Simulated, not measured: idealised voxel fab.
The following is a process module called voxel double patterning.
Cross-sectional view cut (width: 220 nm; square cell size: 5 nm).
Think of the cross-section as a grid of square cells. We describe it in bands, top to bottom, and each band covers one or more rows of those cells. Within each band entry, the heights of the top and of the bottom of the band appear first, in that order and in nm; the materials of the band then follow from left to right, each with its corresponding width in nm. The designation "throughout" on a single material indicates that it fills the band from edge to edge; the designation "blank" indicates empty space. The level at which height equals 0 is the one under which the wafer, as it arrives, is entirely one material. No lower edge exists for the bottom band, which continues downward and is notated as in "0 nm and below". Graded width ("30..40"): value in top row of band = first number; value in bottom row = second number; row-to-row change constant. When a step is marked "nothing was modified", none of the cells in the cross-section changed during that step. "Enclosed cavity list" specifies each empty space that is not open to the top and that occupies no fewer than 8 cells, using the form width x height at distance, the distance measured from the left edge and all three quantities in nm. Anything after a step's settings on that line? It's the simulator's own note about the step. Steps that use a mask can have "overlay nm" on their line. It says how far the mask sat to the right of where it was meant to be. Negative means to the left.
-- The steps planned for the process are as follows
- 1: RECEIVE with material Si
- 2: CONFORMAL_DEP with material SiO2, thk nm 5
- 3: DIRECTIONAL_DEP with material TiN, thk nm 15
- 4: DIRECTIONAL_DEP with material SiCN, thk nm 10
- 5: PATTERN with tone open, mask id FIRST, material resist, width nm 15, pitch nm 50, thk nm 15, overlay nm 0
- 6: DIRECTIONAL_ETCH with etch materials SiCN, depth nm 10
- 7: STRIP with etch materials resist
- 8: DIRECTIONAL_DEP with material aC, thk nm 10
- 9: PATTERN with tone open, mask id SECOND, material resist, width nm 15, thk nm 25, overlay nm 0
- 10: DIRECTIONAL_ETCH with etch materials aC, depth nm 10
- 11: STRIP with etch materials resist
- 12: DIRECTIONAL_ETCH with etch materials SiCN, depth nm 10
- 13: STRIP with etch materials aC
- 14: DIRECTIONAL_ETCH with etch materials TiN, depth nm 15
- 15: STRIP with etch materials SiCN
-- first wafer, as planned
-- Wafer as received: cross-section following step 1
0 nm and below = Si throughout
Enclosed cavity list: none
-- Once step 2 is through, the wafer looks like this in cross-section
5 nm to 0 nm = SiO2 throughout
Under the height 0 nothing was changed.
-- Once step 3 is through, the wafer looks like this in cross-section
20 nm to 5 nm = TiN throughout
Under the height 5 nothing was changed.
-- Once step 4 is through, the wafer looks like this in cross-section
30 nm to 20 nm = SiCN throughout
Under the height 20 nothing was changed.
-- Once step 5 is through, the wafer looks like this in cross-section
45 nm to 30 nm = 75 resist | 15 blank | 35 resist | 15 blank | 80 resist
Under the height 30 nothing was changed.
-- Once step 6 is through, the wafer looks like this in cross-section
45 nm to 30 nm = 75 resist | 15 blank | 35 resist | 15 blank | 80 resist
30 nm to 20 nm = 75 SiCN | 15 blank | 35 SiCN | 15 blank | 80 SiCN
Under the height 20 nothing was changed.
-- Once step 7 is through, the wafer looks like this in cross-section
30 nm to 20 nm = 75 SiCN | 15 blank | 35 SiCN | 15 blank | 80 SiCN
Under the height 20 nothing was changed.
-- Once step 8 is through, the wafer looks like this in cross-section
40 nm to 30 nm = 75 aC | 15 blank | 35 aC | 15 blank | 80 aC
30 nm to 20 nm = 75 SiCN | 15 aC | 35 SiCN | 15 aC | 80 SiCN
Under the height 20 nothing was changed.
-- Once step 9 is through, the wafer looks like this in cross-section
65 nm to 40 nm = 100 resist | 15 blank | 105 resist
40 nm to 30 nm = 75 aC | 15 resist | 35 aC | 15 resist | 80 aC
Under the height 30 nothing was changed.
-- Once step 10 is through, the wafer looks like this in cross-section
55 nm to 40 nm = 100 resist | 15 blank | 105 resist
40 nm to 30 nm = 75 aC | 15 resist | 10 aC | 15 blank | 10 aC | 15 resist | 80 aC
Under the height 30 nothing was changed.
-- Once step 11 is through, the wafer looks like this in cross-section
40 nm to 30 nm = 75 aC | 15 blank | 10 aC | 15 blank | 10 aC | 15 blank | 80 aC
Under the height 30 nothing was changed.
-- Once step 12 is through, the wafer looks like this in cross-section
40 nm to 30 nm = 75 aC | 15 blank | 10 aC | 15 blank | 10 aC | 15 blank | 80 aC
30 nm to 20 nm = 75 SiCN | 15 aC | 10 SiCN | 15 blank | 10 SiCN | 15 aC | 80 SiCN
Under the height 20 nothing was changed.
-- Once step 13 is through, the wafer looks like this in cross-section
30 nm to 20 nm = 75 SiCN | 15 blank | 10 SiCN | 15 blank | 10 SiCN | 15 blank | 80 SiCN
Under the height 20 nothing was changed.
-- Once step 14 is through, the wafer looks like this in cross-section
30 nm to 20 nm = 75 SiCN | 15 blank | 10 SiCN | 15 blank | 10 SiCN | 15 blank | 80 SiCN
20 nm to 5 nm = 75 TiN | 15 blank | 10 TiN | 15 blank | 10 TiN | 15 blank | 80 TiN
Under the height 5 nothing was changed.
-- Once step 15 is through, the wafer looks like this in cross-section
20 nm to 5 nm = 75 TiN | 15 blank | 10 TiN | 15 blank | 10 TiN | 15 blank | 80 TiN
Under the height 5 nothing was changed.
-- Regarding the second of the two wafers: it shared the first wafer's starting condition and process plan, yet one error occurred during its execution. Its history coincides with that of the first wafer up to and including step 3
-- What the second wafer looks like in cross-section when step 4 should have wrapped up
30 nm to 5 nm = TiN throughout
Under the height 5 nothing was changed.
-- What the second wafer looks like in cross-section when step 5 should have wrapped up
45 nm to 30 nm = 75 resist | 15 blank | 35 resist | 15 blank | 80 resist
Under the height 30 nothing was changed.
What the second wafer looks like in cross-section when step 6 should have wrapped up: nothing was modified
-- What the second wafer looks like in cross-section when step 7 should have wrapped up
30 nm to 5 nm = TiN throughout
Under the height 5 nothing was changed.
-- What the second wafer looks like in cross-section when step 8 should have wrapped up
40 nm to 30 nm = aC throughout
Under the height 30 nothing was changed.
-- What the second wafer looks like in cross-section when step 9 should have wrapped up
65 nm to 40 nm = 100 resist | 15 blank | 105 resist
Under the height 40 nothing was changed.
-- What the second wafer looks like in cross-section when step 10 should have wrapped up
55 nm to 40 nm = 100 resist | 15 blank | 105 resist
40 nm to 30 nm = 100 aC | 15 blank | 105 aC
Under the height 30 nothing was changed.
-- What the second wafer looks like in cross-section when step 11 should have wrapped up
40 nm to 30 nm = 100 aC | 15 blank | 105 aC
Under the height 30 nothing was changed.
What the second wafer looks like in cross-section when step 12 should have wrapped up: nothing was modified
-- What the second wafer looks like in cross-section when step 13 should have wrapped up
30 nm to 5 nm = TiN throughout
Under the height 5 nothing was changed.
-- What the second wafer looks like in cross-section when step 14 should have wrapped up
15 nm to 5 nm = TiN throughout
Under the height 5 nothing was changed.
What the second wafer looks like in cross-section when step 15 should have wrapped up: nothing was modified
Against the plan, the run slipped here: note that step 4 departed from the planned setting and was carried out as DIRECTIONAL_DEP with material TiN, thk nm 10
Materials where the second wafer ends with more or fewer cells than the first: -17 TiN
